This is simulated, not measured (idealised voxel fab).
Proc. module: voxel wiring stack
Square cell edge 5 nm, section width 180 nm, ID cut.
Each cross-section below is a grid of square cells, stated as bands in top-down order, with one or more rows of cells making up each band.
Look at the band entry: it leads with the top's height and the bottom's height in nm. Then it lists the materials left to right, with a width in nm for each. The word "everywhere" on a single material says that material fills the band edge to edge. The word "empty" is empty space.
Height datum 0, below which the as-received substrate wafer is one material. Lowest band open at the bottom, running downward: "z 0 and below".
Per-row width for "30..40": begins at first number (top row of band), ends at second number (bottom row), increment between rows held constant.
"nothing different", as given for a step, is the statement that not any cell of the cross-section underwent a change during that step.
"Trapped cavities" enumerates empty spaces isolated from the top, with no open way to it, that contain at least 8 cells, giving each as width x height at distance from the left edge, all three in nm.
Whatever follows a step's settings on its line is a remark the simulator itself makes about that step.
overlay nm: where the mask lay relative to plan, measured to the right, on steps with a mask; negatives go left.

STEPS IN THE PROCESS PLAN
1,RECEIVE, material Si
2,CONFORMAL_DEP, material SiO2, thk nm 10
3,CONFORMAL_DEP, material SiN, thk nm 5
4,DIRECTIONAL_DEP, material SiO2, thk nm 25
5,MASKED_ETCH, tone open, mask id METAL_1, width nm 30, pitch nm 55, etch materials SiO2, depth nm 25, overlay nm 0
6,MASKED_ETCH, tone open, mask id METAL_1, width nm 30, pitch nm 55, etch materials SiN, depth nm 5, overlay nm 0
7,CONFORMAL_DEP, material TiN, thk nm 5
8,FILL_DEP, material Cu, thk nm 5
9,CMP, height nm 40
10,CONFORMAL_DEP, material SiCN, thk nm 5
11,DIRECTIONAL_DEP, material lowk, thk nm 15
12,DIRECTIONAL_DEP, material aC, thk nm 15
13,PATTERN, tone open, mask id PLUG_1, material resist, width nm 15, thk nm 35, overlay nm 0
14,DIRECTIONAL_ETCH, etch materials aC, depth nm 15
15,STRIP, etch materials resist
16,DIRECTIONAL_ETCH, etch materials lowk, depth nm 15
17,DIRECTIONAL_ETCH, etch materials SiCN, depth nm 5
18,STRIP, etch materials aC
19,EPI, material Ru, thk nm 10
20,EPI, material Ru, thk nm 10
21,CONFORMAL_DEP, material SiCN, thk nm 5
22,DIRECTIONAL_DEP, material SiO2, thk nm 15
23,DIRECTIONAL_DEP, material aC, thk nm 15
24,PATTERN, tone open, mask id METAL_2, material resist, width nm 30, pitch nm 55, thk nm 35, overlay nm 0
25,DIRECTIONAL_ETCH, etch materials aC, depth nm 15
26,STRIP, etch materials resist
27,DIRECTIONAL_ETCH, etch materials SiO2, depth nm 15
28,DIRECTIONAL_ETCH, etch materials SiCN, depth nm 5
29,STRIP, etch materials aC
30,CONFORMAL_DEP, material TiN, thk nm 5
31,FILL_DEP, material W, thk nm 10
32,CMP, height nm 80
33,CONFORMAL_DEP, material SiCN, thk nm 5
34,DIRECTIONAL_DEP, material SiO2, thk nm 15
35,DIRECTIONAL_DEP, material aC, thk nm 15
36,PATTERN, tone open, mask id PLUG_2, material resist, width nm 15, pitch nm 55, thk nm 30, overlay nm 0
37,DIRECTIONAL_ETCH, etch materials aC, depth nm 15
38,STRIP, etch materials resist
39,DIRECTIONAL_ETCH, etch materials SiO2, depth nm 15
40,DIRECTIONAL_ETCH, etch materials SiCN, depth nm 5
41,STRIP, etch materials aC
42,CONFORMAL_DEP, material TiN, thk nm 5
43,FILL_DEP, material Ru, thk nm 5
44,CMP, height nm 100
45,DIRECTIONAL_DEP, material TiN, thk nm 5
46,DIRECTIONAL_DEP, material Ru, thk nm 25
47,MASKED_ETCH, tone cover, mask id METAL_3, width nm 30, pitch nm 55, etch materials Ru, depth nm 25, overlay nm 0
48,MASKED_ETCH, tone cover, mask id METAL_3, width nm 30, pitch nm 55, etch materials TiN, depth nm 5, overlay nm 0
49,CONFORMAL_DEP, material SiCN, thk nm 5
50,FILL_DEP, material SiO2, thk nm 5
51,CMP, height nm 130
52,CONFORMAL_DEP, material SiCN, thk nm 5
53,DIRECTIONAL_DEP, material lowk, thk nm 25
54,PATTERN, tone open, mask id METAL_4_HOLES, material resist, width nm 15, pitch nm 55, thk nm 15, overlay nm 0
55,DIRECTIONAL_ETCH, etch materials lowk, depth nm 25
56,STRIP, etch materials resist
57,MASKED_ETCH, tone open, mask id METAL_4, width nm 30, pitch nm 55, etch materials lowk, depth nm 15, overlay nm 0
58,MASKED_ETCH, tone open, mask id METAL_4, width nm 30, pitch nm 55, etch materials SiCN, depth nm 5, overlay nm 0
59,CONFORMAL_DEP, material TiN, thk nm 5
60,FILL_DEP, material Cu, thk nm 10
61,CMP, height nm 160
62,CONFORMAL_DEP, material SiCN, thk nm 5

STEP 1 COMPLETE: CROSS-SECTION OF THE WAFER AS RECEIVED
* z 0 and below  Si everywhere
* Trapped cavities: none

CROSS-SECTION: FIRST OF TWO WAFERS, MODULE FINISHED, RUN ACCORDING TO PLAN
* z 165 to 160  SiCN everywhere
* z 160 to 150  lowk (45), then TiN (5), then Cu (20), then TiN (5), then lowk (25), then TiN (5), then Cu (20), then TiN (5), then lowk (50)
* z 150 to 145  lowk (45), then TiN (5), then Cu (5), then TiN (20), then lowk (25), then TiN (5), then Cu (5), then TiN (20), then lowk (50)
* z 145 to 135  lowk (45), then TiN (5), then Cu (5), then TiN (5), then lowk (40), then TiN (5), then Cu (5), then TiN (5), then lowk (65)
* z 135 to 130  SiCN (45), then TiN (15), then SiCN (40), then TiN (15), then SiCN (65)
* z 130 to 105  SiO2 (40), then SiCN (5), then Ru (30), then SiCN (5), then SiO2 (15), then SiCN (5), then Ru (30), then SiCN (5), then SiO2 (45)
* z 105 to 100  SiCN (45), then TiN (30), then SiCN (25), then TiN (30), then SiCN (50)
* z 100 to 85  SiO2 (45), then TiN (5), then Ru (5), then TiN (5), then SiO2 (40), then TiN (5), then Ru (5), then TiN (5), then SiO2 (65)
* z 85 to 80  SiCN (45), then TiN (15), then SiCN (40), then TiN (15), then SiCN (65)
* z 80 to 65  SiO2 (45), then TiN (5), then W (20), then TiN (5), then SiO2 (25), then TiN (5), then W (20), then TiN (5), then SiO2 (50)
* z 65 to 60  SiCN (45), then TiN (30), then SiCN (25), then TiN (30), then SiCN (50)
* z 60 to 45  lowk (45), then Ru (15), then lowk (120)
* z 45 to 40  SiCN (45), then Ru (15), then SiCN (120)
* z 40 to 15  SiO2 (45), then TiN (5), then Cu (20), then TiN (5), then SiO2 (25), then TiN (5), then Cu (20), then TiN (5), then SiO2 (50)
* z 15 to 10  SiN (45), then TiN (30), then SiN (25), then TiN (30), then SiN (50)
* z 10 to 0  SiO2 everywhere
* z 0 and below  Si everywhere
* Trapped cavities: none

CROSS-SECTIONAL VIEW OF THE SECOND OF TWO WAFERS UPON COMPLETION OF THE MODULE. THIS WAFER SHARED ITS STARTING CONDITION AND PROCESS PLAN WITH THE FIRST; ONE ERROR WAS MADE DURING ITS EXECUTION
* z 165 to 160  SiCN everywhere
* z 160 to 150  lowk (45), then TiN (5), then Cu (20), then TiN (5), then lowk (25), then TiN (5), then Cu (20), then TiN (5), then lowk (50)
* z 150 to 145  lowk (45), then TiN (5), then Cu (5), then TiN (20), then lowk (25), then TiN (5), then Cu (5), then TiN (20), then lowk (50)
* z 145 to 135  lowk (45), then TiN (5), then Cu (5), then TiN (5), then lowk (40), then TiN (5), then Cu (5), then TiN (5), then lowk (65)
* z 135 to 130  SiCN (45), then TiN (15), then SiCN (40), then TiN (15), then SiCN (65)
* z 130 to 105  SiO2 (40), then SiCN (5), then Ru (30), then SiCN (5), then SiO2 (15), then SiCN (5), then Ru (30), then SiCN (5), then SiO2 (45)
* z 105 to 100  SiCN (45), then TiN (30), then SiCN (25), then TiN (30), then SiCN (50)
* z 100 to 95  Ru everywhere
* z 95 to 90  TiN (50), then Ru (5), then TiN (50), then Ru (5), then TiN (70)
* z 90 to 85  SiO2 (45), then TiN (5), then Ru (5), then TiN (5), then SiO2 (40), then TiN (5), then Ru (5), then TiN (5), then SiO2 (65)
* z 85 to 80  SiCN (45), then TiN (15), then SiCN (40), then TiN (15), then SiCN (65)
* z 80 to 65  SiO2 (45), then TiN (5), then W (20), then TiN (5), then SiO2 (25), then TiN (5), then W (20), then TiN (5), then SiO2 (50)
* z 65 to 60  SiCN (45), then TiN (30), then SiCN (25), then TiN (30), then SiCN (50)
* z 60 to 45  lowk (45), then Ru (15), then lowk (120)
* z 45 to 40  SiCN (45), then Ru (15), then SiCN (120)
* z 40 to 15  SiO2 (45), then TiN (5), then Cu (20), then TiN (5), then SiO2 (25), then TiN (5), then Cu (20), then TiN (5), then SiO2 (50)
* z 15 to 10  SiN (45), then TiN (30), then SiN (25), then TiN (30), then SiN (50)
* z 10 to 0  SiO2 everywhere
* z 0 and below  Si everywhere
* Trapped cavities: none
So what did we get wrong on this run? note that step 34 departed from the planned setting and was carried out as DIRECTIONAL_DEP, material SiO2, thk nm 5
Looking at both finished wafers in cells, the second ends up ahead of or behind the first on some materials: +34 Ru, -60 SiO2, +26 TiN
